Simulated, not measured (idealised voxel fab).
Documented hereafter: the process module known as voxel capacitor over wiring.
It is cross-section cut that appears here, measuring 300 nm in width, its square cells being 5 nm in size.
Format of a cross-section: grid, square cells. Given as bands. Order: top down. Band: one or more rows of cells. For a band, the entry starts with two heights in nm, that of the top and then that of the bottom, and carries on with the band's materials in order from left to right, each alongside its width in nm; the word "full width" beside a single material means it fills the band edge to edge, and "blank" means empty space. Note: height 0 marks the level under which the wafer is uniformly one material as received. Lowest band unbounded below, written "0 -> down". Width: "30->40" (first number = top row, second number = bottom row, same change from row to row of cells). Any step labelled "everything unchanged" changed none of the cells in the cross-section. Any empty space of 8 cells or more lacking an open way to the top shows up in "Enclosed empty spaces" as width x height at distance, distance from the left edge, in nm. Formally, on a step line, whatever follows the settings is a remark that the simulator itself makes on the step. "overlay nm" answers the question of how far to the right of plan the mask lay on a step that has a mask, and when it is negative the answer is to the left.

Process steps (planned)
1. RECEIVE | material Si
2. CONFORMAL_DEP | material SiO2 | thk nm 15
3. CONFORMAL_DEP | material SiCN | thk nm 5
4. DIRECTIONAL_DEP | material SiO2 | thk nm 20
5. DIRECTIONAL_DEP | material aC | thk nm 15
6. PATTERN | tone open | mask id METAL_1 | material resist | width nm 25 | pitch nm 80 | thk nm 30 | overlay nm 0
7. DIRECTIONAL_ETCH | etch materials aC | depth nm 15
8. STRIP | etch materials resist
9. DIRECTIONAL_ETCH | etch materials SiO2 | depth nm 20
10. DIRECTIONAL_ETCH | etch materials SiCN | depth nm 5
11. STRIP | etch materials aC
12. CONFORMAL_DEP | material TiN | thk nm 5
13. FILL_DEP | material W | thk nm 5
14. CMP | height nm 40
15. CONFORMAL_DEP | material SiCN | thk nm 5
16. DIRECTIONAL_DEP | material SiO2 | thk nm 10
17. PATTERN | tone open | mask id PLUG_1 | material resist | width nm 15 | thk nm 20 | overlay nm 0
18. DIRECTIONAL_ETCH | etch materials SiO2 | depth nm 10
19. DIRECTIONAL_ETCH | etch materials SiCN | depth nm 5
20. STRIP | etch materials resist
21. CONFORMAL_DEP | material TiN | thk nm 5
22. FILL_DEP | material Ru | thk nm 10
23. CMP | height nm 55
24. DIRECTIONAL_DEP | material TiN | thk nm 5
25. DIRECTIONAL_DEP | material HfO2 | thk nm 5
26. DIRECTIONAL_DEP | material TiN | thk nm 5
27. MASKED_ETCH | tone cover | mask id UPPER_PLATE | width nm 60 | etch materials TiN | depth nm 5 | overlay nm 0
28. MASKED_ETCH | tone cover | mask id UPPER_PLATE | width nm 60 | etch materials HfO2 | depth nm 5 | overlay nm 0
29. MASKED_ETCH | tone cover | mask id LOWER_PLATE | width nm 70 | etch materials TiN | depth nm 5 | overlay nm 0
30. FILL_DEP | material SiO2 | thk nm 20
31. CMP | height nm 85
32. MASKED_ETCH | tone open | mask id PLUG_2 | width nm 15 | etch materials SiO2 | depth nm 15 | overlay nm 0
33. CONFORMAL_DEP | material TiN | thk nm 5
34. FILL_DEP | material Ru | thk nm 5
35. CMP | height nm 85
36. CONFORMAL_DEP | material SiCN | thk nm 5

Incoming wafer, cross-sectional view, post step 1
* 0 -> down = Si full width
* Enclosed empty spaces: none

Cross-section: first of two wafers, module finished, run according to plan
* 90 -> 85 = SiCN full width
* 85 -> 75 = 115 SiO2 / 5 TiN / 5 Ru / 5 TiN / 170 SiO2
* 75 -> 65 = 115->105 SiO2 / 15->60 TiN / 170->135 SiO2
* 65 -> 60 = 105 SiO2 / 60 HfO2 / 135 SiO2
* 60 -> 55 = 100 SiO2 / 70 TiN / 130 SiO2
* 55 -> 45 = 105 SiO2 / 5 TiN / 5 Ru / 5 TiN / 180 SiO2
* 45 -> 40 = 105 SiCN / 15 TiN / 180 SiCN
* 40 -> 20 = 95 SiO2 / 5 TiN / 15 W / 5 TiN / 55 SiO2 / 5 TiN / 15 W / 5 TiN / 100 SiO2
* 20 -> 15 = 95 SiCN / 25 TiN / 55 SiCN / 25 TiN / 100 SiCN
* 15 -> 0 = SiO2 full width
* 0 -> down = Si full width
* Enclosed empty spaces: none

Here's the second of our two wafers sectioned at module end. Same start as the first, same plan, but one mistake got made running it
* 90 -> 85 = SiCN full width
* 85 -> 75 = 115 SiO2 / 5 TiN / 5 Ru / 5 TiN / 170 SiO2
* 75 -> 65 = 115->105 SiO2 / 15->60 TiN / 170->135 SiO2
* 65 -> 60 = 105 SiO2 / 60 HfO2 / 135 SiO2
* 60 -> 55 = 100 SiO2 / 70 TiN / 130 SiO2
* 55 -> 45 = 105 SiO2 / 5 aC / 5 Ru / 5 aC / 180 SiO2
* 45 -> 40 = 105 SiCN / 15 aC / 180 SiCN
* 40 -> 20 = 95 SiO2 / 5 TiN / 15 W / 5 TiN / 55 SiO2 / 5 TiN / 15 W / 5 TiN / 100 SiO2
* 20 -> 15 = 95 SiCN / 25 TiN / 55 SiCN / 25 TiN / 100 SiCN
* 15 -> 0 = SiO2 full width
* 0 -> down = Si full width
* Enclosed empty spaces: none
Which mistake was made when the wafer was run? step 21 off recipe, ran as CONFORMAL_DEP | material aC | thk nm 5
Final difference in cells, second wafer against first, listed per material as more or fewer: -7 TiN, +7 aC
